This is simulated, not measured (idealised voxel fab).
process module | voxel released beams
cross-section cut | 250 nm wide | cells 5 nm
A cross-section is a grid of square cells, given in bands from the top down. A band is one or more rows of cells.
Each band's line starts with the height of the band's top and of its bottom, in nm. Then come its materials from left to right, each with its width in nm. One material with "throughout" fills the band from edge to edge. "air" is empty space.
Height 0 is the level under which the wafer as received is all one material. The lowest band goes on downwards, as in "0 down".
A width such as "30 to 40" changes by the same amount from each row of cells to the next, from the band's top row to its bottom row.
"no change" after a step means that no cell of the cross-section changed.
closed voids: empty space of 8 cells or more with no open way to the top, each as width x height at its distance from the left edge, in nm
after a step's settings: what the simulator itself notes on the step
overlay nm, on a step with a mask: how far to the right of its planned place the mask lay; to the left if negative
plan
1 op RECEIVE | material Si
2 op CONFORMAL_DEP | material SiN | thk nm 10
3 op DIRECTIONAL_DEP | material SiO2 | thk nm 10
4 op PATTERN | tone open | mask id ANCHOR | material resist | width nm 15 | thk nm 15 | overlay nm 0
5 op DIRECTIONAL_ETCH | etch materials SiO2 | depth nm 10
6 op STRIP | etch materials resist
7 op CONFORMAL_DEP | material polySi | thk nm 10
8 op PATTERN | tone cover | mask id BEAM | material resist | width nm 100 | thk nm 20 | overlay nm 0
9 op DIRECTIONAL_ETCH | etch materials polySi | depth nm 10
10 op STRIP | etch materials resist
11 op STRIP | etch materials SiO2
varied across the wafers: width nm of step 4. The plan shows the first wafer's value. All wafers start alike
first wafer as received, after step 1
  0 down: Si throughout
  closed voids: none
each wafer at the end: cells of each material gained (+) or lost (-) since it was received, then its closed voids
width nm 15 | +100 SiN | +46 polySi | closed voids: none
width nm 20 | +100 SiN | +48 polySi | closed voids: none
width nm 25 | +100 SiN | +48 polySi | closed voids: none
width nm 30 | +100 SiN | +48 polySi | closed voids: none
width nm 35 | +100 SiN | +48 polySi | closed voids: none
width nm 40 | +100 SiN | +48 polySi | closed voids: none
